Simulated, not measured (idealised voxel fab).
process module | voxel trench capacitor
cross-section cut | 190 nm wide | cells 5 nm
A cross-section is a grid of square cells, given in bands from the top down. A band is one or more rows of cells.
Each band's line starts with the height of the band's top and of its bottom, in nm. Then come its materials from left to right, each with its width in nm. One material with "throughout" fills the band from edge to edge. "air" is empty space.
Height 0 is the level under which the wafer as received is all one material. The lowest band goes on downwards, as in "0 down".
A width such as "30 to 40" changes by the same amount from each row of cells to the next, from the band's top row to its bottom row.
"no change" after a step means that no cell of the cross-section changed.
closed voids: empty space of 8 cells or more with no open way to the top, each as width x height at its distance from the left edge, in nm
after a step's settings: what the simulator itself notes on the step
overlay nm, on a step with a mask: how far to the right of its planned place the mask lay; to the left if negative
plan
1 op RECEIVE | material Si
2 op CONFORMAL_DEP | material SiN | thk nm 5
3 op DIRECTIONAL_DEP | material aC | thk nm 10
4 op PATTERN | tone open | mask id TRENCH | material resist | width nm 30 | pitch nm 55 | thk nm 25 | overlay nm 0
5 op DIRECTIONAL_ETCH | etch materials aC | depth nm 10
6 op STRIP | etch materials resist
7 op DIRECTIONAL_ETCH | etch materials SiN | depth nm 5
8 op DIRECTIONAL_ETCH | etch materials Si | depth nm 30
9 op STRIP | etch materials aC
10 op CONFORMAL_DEP | material HfO2 | thk nm 5
11 op CONFORMAL_DEP | material TiN | thk nm 5
12 op FILL_DEP | material W | thk nm 10
13 op CMP | height nm 5
varied across the wafers: thk nm of step 2. The plan shows the first wafer's value. All wafers start alike
first wafer as received, after step 1
  0 down: Si throughout
  closed voids: none
each wafer at the end: cells of each material gained (+) or lost (-) since it was received, then its closed voids
thk nm 5 | +54 HfO2 | -108 Si | +20 SiN | +42 TiN | +30 W | closed voids: none
thk nm 10 | +38 SiN | closed voids: none
thk nm 15 | +38 SiN | closed voids: none
thk nm 20 | +38 SiN | closed voids: none
